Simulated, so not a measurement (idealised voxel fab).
Process module, titled voxel plated lines
This is section cut - it's 260 nm across, gridded in 5 nm square cells.
Format of a cross-section: grid, square cells. Given as bands. Order: top down. Band: one or more rows of cells.
Per band: top height and bottom height in nm, followed by the left-to-right materials and their widths in nm; "edge to edge" marks a single material spanning edge to edge, "air" marks empty space.
Heights are expressed relative to 0, this being the level below which the as-received wafer comprises one material exclusively. The lowest band is unbounded in the downward direction and is denoted as in "0 down".
With a width like "30..40", each row of cells in the band differs from the next by the same amount, the top row carrying the first number and the bottom row the second.
Basically "no alterations made" means that step didn't change any cell in the cross-section.
Voids not open to the top, 8 cells minimum: see "Fully enclosed voids". Written width x height at distance; distance is from the left edge; nm.
Post-settings text on a step line: simulator's own remark regarding the step.
A step line may carry the setting "overlay nm", which, for steps involving a mask, states the distance by which the mask lay to the right of its intended position; negative values denote displacement to the left.
[Steps planned for the process]
1,RECEIVE with material Si
2,CONFORMAL_DEP with material SiO2, thk nm 10
3,DIRECTIONAL_DEP with material TiN, thk nm 5
4,PATTERN with tone open, mask id LINES, material resist, width nm 20, pitch nm 35, thk nm 35, overlay nm 0
5,EPI with material Ru, thk nm 10
6,EPI with material Ru, thk nm 5
7,EPI with material Ru, thk nm 5
8,STRIP with etch materials resist
9,DIRECTIONAL_ETCH with etch materials TiN, depth nm 5
10,CONFORMAL_DEP with material SiN, thk nm 5
[Cross-section of the wafer at receipt, which is the condition after step 1]
	0 down  Si edge to edge
	Fully enclosed voids: none
[As-planned run: cross-section of the first of two wafers at end of module]
	40 to 35  air=80 / SiN=30 / air=5 / SiN=30 / air=5 / SiN=30 / air=80
	35 to 15  air=80 / SiN=5 / Ru=20 / SiN=5 / air=5 / SiN=5 / Ru=20 / SiN=5 / air=5 / SiN=5 / Ru=20 / SiN=5 / air=80
	15 to 10  SiN=85 / TiN=20 / SiN=15 / TiN=20 / SiN=15 / TiN=20 / SiN=85
	10 to 0  SiO2 edge to edge
	0 down  Si edge to edge
	Fully enclosed voids: none
[End-of-module cross-section of the second wafer: identical starting point and process plan to the first, with one processing mistake]
	30 to 25  air=80 / SiN=30 / air=5 / SiN=30 / air=5 / SiN=30 / air=80
	25 to 5  air=80 / SiN=5 / Ru=20 / SiN=5 / air=5 / SiN=5 / Ru=20 / SiN=5 / air=5 / SiN=5 / Ru=20 / SiN=5 / air=80
	5 to 0  SiN=85 / TiN=20 / SiN=15 / TiN=20 / SiN=15 / TiN=20 / SiN=85
	0 down  Si edge to edge
	Fully enclosed voids: none
Finding, execution versus plan: the plan's step 2 went unexecuted, having been skipped
Per the end-of-run cell counts, the second wafer holds more or fewer of some materials than the first: SiO2: 104 fewer
